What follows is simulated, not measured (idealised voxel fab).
Process module under the name voxel released beams
Cross-sectional view cut (width: 300 nm; square cell size: 5 nm).
Cross-section format: a grid of square cells, given as bands from top to bottom; each band is one or more rows of cells.
Heights first: top, then bottom, in nm. Then materials, left to right, each with a width in nm. "edge to edge" on a single material: fills the band edge to edge. "blank": empty space.
Beneath 0, the wafer as received is one material, and that level is where height counting begins. The lowest band goes on downward without a bottom; it is written like "0 and below".
The two numbers in a width such as "30->40" mark its ends across the band: the first belongs to the top row of cells, the second to the bottom row, and from each row to the next the width moves by the same amount.
"same as before" means the step left every cell of the cross-section as it was.
Any empty space of 8 cells or more lacking an open way to the top shows up in "Closed internal cavities" as width x height at distance, distance from the left edge, in nm.
Anything after a step's settings on that line? It's the simulator's own note about the step.
Regarding "overlay nm": on a step with a mask, it is the distance the mask lay to the right of its planned place; a negative value places it to the left.

# Planned step list for the process
- 1: RECEIVE [material Si]
- 2: CONFORMAL_DEP [material SiN] [thk nm 5]
- 3: DIRECTIONAL_DEP [material SiO2] [thk nm 10]
- 4: DIRECTIONAL_DEP [material aC] [thk nm 10]
- 5: PATTERN [tone open] [mask id ANCHOR] [material resist] [width nm 40] [thk nm 25] [overlay nm 0]
- 6: DIRECTIONAL_ETCH [etch materials aC] [depth nm 10]
- 7: STRIP [etch materials resist]
- 8: DIRECTIONAL_ETCH [etch materials SiO2] [depth nm 10]
- 9: STRIP [etch materials aC]
- 10: CONFORMAL_DEP [material W] [thk nm 15]
- 11: DIRECTIONAL_DEP [material aC] [thk nm 15]
- 12: PATTERN [tone cover] [mask id BEAM] [material resist] [width nm 90] [thk nm 30] [overlay nm 0]
- 13: DIRECTIONAL_ETCH [etch materials aC] [depth nm 15]
- 14: STRIP [etch materials resist]
- 15: DIRECTIONAL_ETCH [etch materials W] [depth nm 15]
- 16: STRIP [etch materials aC]
- 17: STRIP [etch materials SiO2]

# Wafer at receipt (post step 1), cross-section
    0 and below = Si edge to edge
    Closed internal cavities: none

# End-of-module cross-section of the first of two wafers, processed as planned
    30 down to 20 = 100 of blank, then 20 of W, then 10 of blank, then 60 of W, then 110 of blank
    20 down to 15 = 100 of blank, then 90 of W, then 110 of blank
    15 down to 5 = 105 of blank, then 40 of W, then 155 of blank
    5 down to 0 = SiN edge to edge
    0 and below = Si edge to edge
    Closed internal cavities: none

# This is the second of the two wafers, cross-sectioned at the end of the module; it started exactly like the first and was given the same plan, but it was run with one mistake
    30 down to 20 = 100 of blank, then 10 of W, then 10 of blank, then 70 of W, then 110 of blank
    20 down to 15 = 100 of blank, then 90 of W, then 110 of blank
    15 down to 5 = 95 of blank, then 40 of W, then 165 of blank
    5 down to 0 = SiN edge to edge
    0 and below = Si edge to edge
    Closed internal cavities: none
The mistake made against the process plan was this: contrary to plan, step 5 was performed as PATTERN [tone open] [mask id ANCHOR] [material resist] [width nm 40] [thk nm 25] [overlay nm -10]
Comparing end states, the material composition by cell count is preserved from the first wafer to the second, while the locations of the cells are not.
